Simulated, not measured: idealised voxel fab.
The following process module bears the name voxel self aligned contacts.
This is section cut - it's 230 nm across, gridded in 5 nm square cells.
In what follows, cross-sections appear as grids of square cells, described through bands that run from the top down, where every band is one or more rows of cells.
Heads up on the band format: heights come first, top then bottom, in nm. After that it's the materials left to right, each with its width in nm. A single material flagged "everywhere" fills the whole band edge to edge, and "empty" means there's empty space there.
Heights are reckoned from 0. Under this level, the received wafer is all of one material. The bottommost band is open-ended downward, for example "0..down".
So if you see something like "30->40" for the width, read it as the top row of the band sitting at the first number and the bottom row at the second, with every row in between moving by the same amount as the last.
It should be understood that the words "nothing different", when stated for a given step, signify that the cross-section underwent no change in any of its cells during that step.
Look at "Trapped voids" for the closed voids: empty spaces with no open path to the top, sized 8 cells or up. Each is width x height at distance, distance from the left edge, all nm.
Note: text after step settings on the step line = simulator remark on that step.
overlay nm: how far to the right of its planned place the mask lay on this masked step (negative: to the left).
# Planned process steps
1,RECEIVE | material Si
2,OXIDIZE | depth nm 5
3,DIRECTIONAL_DEP | material polySi | thk nm 30
4,DIRECTIONAL_DEP | material SiN | thk nm 25
5,MASKED_ETCH | tone cover | mask id GATE | width nm 35 | pitch nm 80 | etch materials SiN | depth nm 25 | overlay nm 0
6,MASKED_ETCH | tone cover | mask id GATE | width nm 35 | pitch nm 80 | etch materials polySi | depth nm 30 | overlay nm 0
7,CONFORMAL_DEP | material SiN | thk nm 10
8,DIRECTIONAL_ETCH | etch materials SiN | depth nm 10
9,FILL_DEP | material SiO2 | thk nm 15
10,CMP | height nm 65
11,PATTERN | tone open | mask id CONTACT | material resist | width nm 65 | pitch nm 80 | thk nm 15 | overlay nm 0
12,DIRECTIONAL_ETCH | etch materials SiO2 | depth nm 70
13,STRIP | etch materials resist
14,CONFORMAL_DEP | material TiN | thk nm 5
15,FILL_DEP | material Ru | thk nm 5
16,CMP | height nm 65
17,CONFORMAL_DEP | material SiCN | thk nm 5
# Received-state cross-section, reflecting completion of step 1
> 0..down  Si everywhere
> Trapped voids: none
# Post-module cross-section of the first of two wafers (run per plan)
> 70..65  SiCN everywhere
> 65..55  40 nm SiO2 | 5->25 nm TiN | 55->15 nm Ru | 5->25 nm TiN | 15 nm SiO2 | 5->25 nm TiN | 55->15 nm Ru | 5->25 nm TiN | 45 nm SiO2
> 55..30  5 nm SiO2 | 55 nm SiN | 5 nm TiN | 15 nm Ru | 5 nm TiN | 55 nm SiN | 5 nm TiN | 15 nm Ru | 5 nm TiN | 55 nm SiN | 10 nm SiO2
> 30..0  5 nm SiO2 | 10 nm SiN | 35 nm polySi | 10 nm SiN | 5 nm TiN | 15 nm Ru | 5 nm TiN | 10 nm SiN | 35 nm polySi | 10 nm SiN | 5 nm TiN | 15 nm Ru | 5 nm TiN | 10 nm SiN | 35 nm polySi | 10 nm SiN | 10 nm SiO2
> 0..-5  60 nm SiO2 | 25 nm TiN | 55 nm SiO2 | 25 nm TiN | 65 nm SiO2
> -5..down  Si everywhere
> Trapped voids: none
# Cross-section, wafer two of two, end of module: same start and plan as wafer one, one error in execution
> 70..65  SiCN everywhere
> 65..60  35 nm Ru | 5 nm TiN | 65 nm SiO2 | 5 nm TiN | 5 nm Ru | 5 nm TiN | 65 nm SiO2 | 5 nm TiN | 40 nm Ru
> 60..55  40 nm TiN | 65 nm SiO2 | 15 nm TiN | 65 nm SiO2 | 40 nm TiN | 5 nm Ru
> 55..30  5 nm TiN | 55 nm SiN | 25 nm SiO2 | 55 nm SiN | 25 nm SiO2 | 55 nm SiN | 5 nm TiN | 5 nm Ru
> 30..0  5 nm TiN | 10 nm SiN | 35 nm polySi | 10 nm SiN | 25 nm SiO2 | 10 nm SiN | 35 nm polySi | 10 nm SiN | 25 nm SiO2 | 10 nm SiN | 35 nm polySi | 10 nm SiN | 5 nm TiN | 5 nm Ru
> 0..-5  5 nm TiN | 215 nm SiO2 | 10 nm TiN
> -5..down  Si everywhere
> Trapped voids: none
Heads up, the wafer didn't run the way we planned it: heads up, step 11 didn't go per plan, it actually ran as PATTERN | tone cover | mask id CONTACT | material resist | width nm 65 | pitch nm 80 | thk nm 15 | overlay nm 0
It is noted that, at the conclusion of processing, the second wafer exhibits a higher or lower cell count for certain materials relative to the first: 66 fewer of Ru | 96 more of SiO2 | 30 fewer of TiN
